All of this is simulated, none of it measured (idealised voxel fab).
The name of this process module is voxel wiring stack.
Section shown: cut. Width: 160 nm. Cell size: 5 nm, square.
Cross-section = grid of square cells, listed top down in bands; band = one or more rows.
Band: top height; bottom height; in nm. Then, left to right: material with width in nm, for each material. "throughout": a single material spanning edge to edge. "air": empty space.
Heights are measured from 0, the level below which the as-received wafer is all one material; the lowest band has no bottom and continues downward, written as in "0 and below".
The notation "30 to 40" denotes a width that varies across the rows of cells in the band, beginning at the first number in the top row, finishing at the second number in the bottom row, and changing by an identical amount from each row to the next.
A step reported as "same as before" is a step in which no cell of the cross-section changed.
Voids not open to the top, 8 cells minimum: see "Fully enclosed voids". Written width x height at distance; distance is from the left edge; nm.
On each step's line, the part that comes after the settings is the simulator's own comment on the step.
overlay nm: on a step with a mask, how far right of its planned place the mask lay; negative means left.
So here's the lineup of process steps we planned
1) RECEIVE | material Si
2) CONFORMAL_DEP | material SiO2 | thk nm 15
3) DIRECTIONAL_DEP | material TiN | thk nm 5
4) DIRECTIONAL_DEP | material W | thk nm 15
5) DIRECTIONAL_DEP | material aC | thk nm 10
6) PATTERN | tone cover | mask id METAL_1 | material resist | width nm 20 | pitch nm 45 | thk nm 25 | overlay nm 0
7) DIRECTIONAL_ETCH | etch materials aC | depth nm 10
8) STRIP | etch materials resist
9) DIRECTIONAL_ETCH | etch materials W | depth nm 15
10) DIRECTIONAL_ETCH | etch materials TiN | depth nm 5
11) STRIP | etch materials aC
12) CONFORMAL_DEP | material SiN | thk nm 5
13) FILL_DEP | material lowk | thk nm 10
14) CMP | height nm 35
15) CONFORMAL_DEP | material SiCN | thk nm 5
16) DIRECTIONAL_DEP | material lowk | thk nm 20
17) PATTERN | tone open | mask id PLUG_1 | material resist | width nm 15 | thk nm 15 | overlay nm 0
18) DIRECTIONAL_ETCH | etch materials lowk | depth nm 20
19) DIRECTIONAL_ETCH | etch materials SiCN | depth nm 5
20) STRIP | etch materials resist
21) CONFORMAL_DEP | material TiN | thk nm 5
22) FILL_DEP | material W | thk nm 5
23) CMP | height nm 60
24) CONFORMAL_DEP | material SiN | thk nm 5
25) DIRECTIONAL_DEP | material lowk | thk nm 20
26) PATTERN | tone open | mask id METAL_2 | material resist | width nm 20 | pitch nm 45 | thk nm 15 | overlay nm 0
27) DIRECTIONAL_ETCH | etch materials lowk | depth nm 20
28) DIRECTIONAL_ETCH | etch materials SiN | depth nm 5
29) STRIP | etch materials resist
30) CONFORMAL_DEP | material TiN | thk nm 5
31) FILL_DEP | material Ru | thk nm 5
32) CMP | height nm 85
33) CONFORMAL_DEP | material SiCN | thk nm 5
34) DIRECTIONAL_DEP | material lowk | thk nm 10
35) MASKED_ETCH | tone open | mask id PLUG_2 | width nm 15 | pitch nm 45 | etch materials lowk | depth nm 10 | overlay nm 0
36) MASKED_ETCH | tone open | mask id PLUG_2 | width nm 15 | pitch nm 45 | etch materials SiCN | depth nm 5 | overlay nm 0
37) EPI | material Ru | thk nm 10
38) EPI | material Ru | thk nm 5
39) CONFORMAL_DEP | material SiCN | thk nm 5
40) DIRECTIONAL_DEP | material SiO2 | thk nm 20
41) PATTERN | tone open | mask id METAL_3 | material resist | width nm 20 | pitch nm 45 | thk nm 20 | overlay nm 0
42) DIRECTIONAL_ETCH | etch materials SiO2 | depth nm 20
43) DIRECTIONAL_ETCH | etch materials SiCN | depth nm 5
44) STRIP | etch materials resist
45) CONFORMAL_DEP | material TiN | thk nm 5
46) FILL_DEP | material Cu | thk nm 5
47) CMP | height nm 125
48) EPI | material Ru | thk nm 5
49) FILL_DEP | material SiCN | thk nm 5
As-received wafer cross-section (after step 1)
- 0 and below | Si throughout
- Fully enclosed voids: none
Looking at the first of two wafers in cross-section at end of module - ran to plan
- 135 down to 130 | SiCN throughout
- 130 down to 125 | SiCN=40, then Ru=30, then SiCN=15, then Ru=30, then SiCN=45
- 125 down to 105 | SiO2=45, then TiN=5, then Cu=10, then TiN=5, then SiO2=25, then TiN=5, then Cu=10, then TiN=5, then SiO2=50
- 105 down to 100 | SiCN=45, then TiN=20, then SiCN=25, then TiN=20, then SiCN=50
- 100 down to 90 | lowk=45, then Ru=15, then lowk=30, then Ru=15, then lowk=55
- 90 down to 85 | SiCN=45, then Ru=15, then SiCN=30, then Ru=15, then SiCN=55
- 85 down to 65 | lowk=45, then TiN=5, then Ru=10, then TiN=5, then lowk=25, then TiN=5, then Ru=10, then TiN=5, then lowk=50
- 65 down to 60 | SiN=45, then TiN=20, then SiN=25, then TiN=20, then SiN=50
- 60 down to 40 | lowk=45, then TiN=5, then W=5, then TiN=5, then lowk=100
- 40 down to 35 | SiCN=45, then TiN=15, then SiCN=100
- 35 down to 20 | lowk=40, then SiN=5, then W=20, then SiN=5, then lowk=15, then SiN=5, then W=20, then SiN=5, then lowk=45
- 20 down to 15 | SiN=45, then TiN=20, then SiN=25, then TiN=20, then SiN=50
- 15 down to 0 | SiO2 throughout
- 0 and below | Si throughout
- Fully enclosed voids: none
Cross-section, wafer two of two, end of module: same start and plan as wafer one, one error in execution
- 135 down to 130 | SiCN throughout
- 130 down to 125 | Ru throughout
- 125 down to 120 | TiN=50, then Cu=10, then TiN=35, then Cu=10, then TiN=55
- 120 down to 105 | SiO2=45, then TiN=5, then Cu=10, then TiN=5, then SiO2=25, then TiN=5, then Cu=10, then TiN=5, then SiO2=50
- 105 down to 100 | SiO2=45, then TiN=20, then SiO2=25, then TiN=20, then SiO2=50
- 100 down to 90 | lowk=45, then Ru=15, then lowk=30, then Ru=15, then lowk=55
- 90 down to 85 | SiCN=45, then Ru=15, then SiCN=30, then Ru=15, then SiCN=55
- 85 down to 65 | lowk=45, then TiN=5, then Ru=10, then TiN=5, then lowk=25, then TiN=5, then Ru=10, then TiN=5, then lowk=50
- 65 down to 60 | SiN=45, then TiN=20, then SiN=25, then TiN=20, then SiN=50
- 60 down to 40 | lowk=45, then TiN=5, then W=5, then TiN=5, then lowk=100
- 40 down to 35 | SiCN=45, then TiN=15, then SiCN=100
- 35 down to 20 | lowk=40, then SiN=5, then W=20, then SiN=5, then lowk=15, then SiN=5, then W=20, then SiN=5, then lowk=45
- 20 down to 15 | SiN=45, then TiN=20, then SiN=25, then TiN=20, then SiN=50
- 15 down to 0 | SiO2 throughout
- 0 and below | Si throughout
- Fully enclosed voids: none
So what did we get wrong on this run? yeah, step 39 of the plan got skipped, never ran
Heads up, by the end the second wafer has more or fewer cells of some materials compared to the first: Ru: 20 more | SiCN: 44 fewer | TiN: 24 more
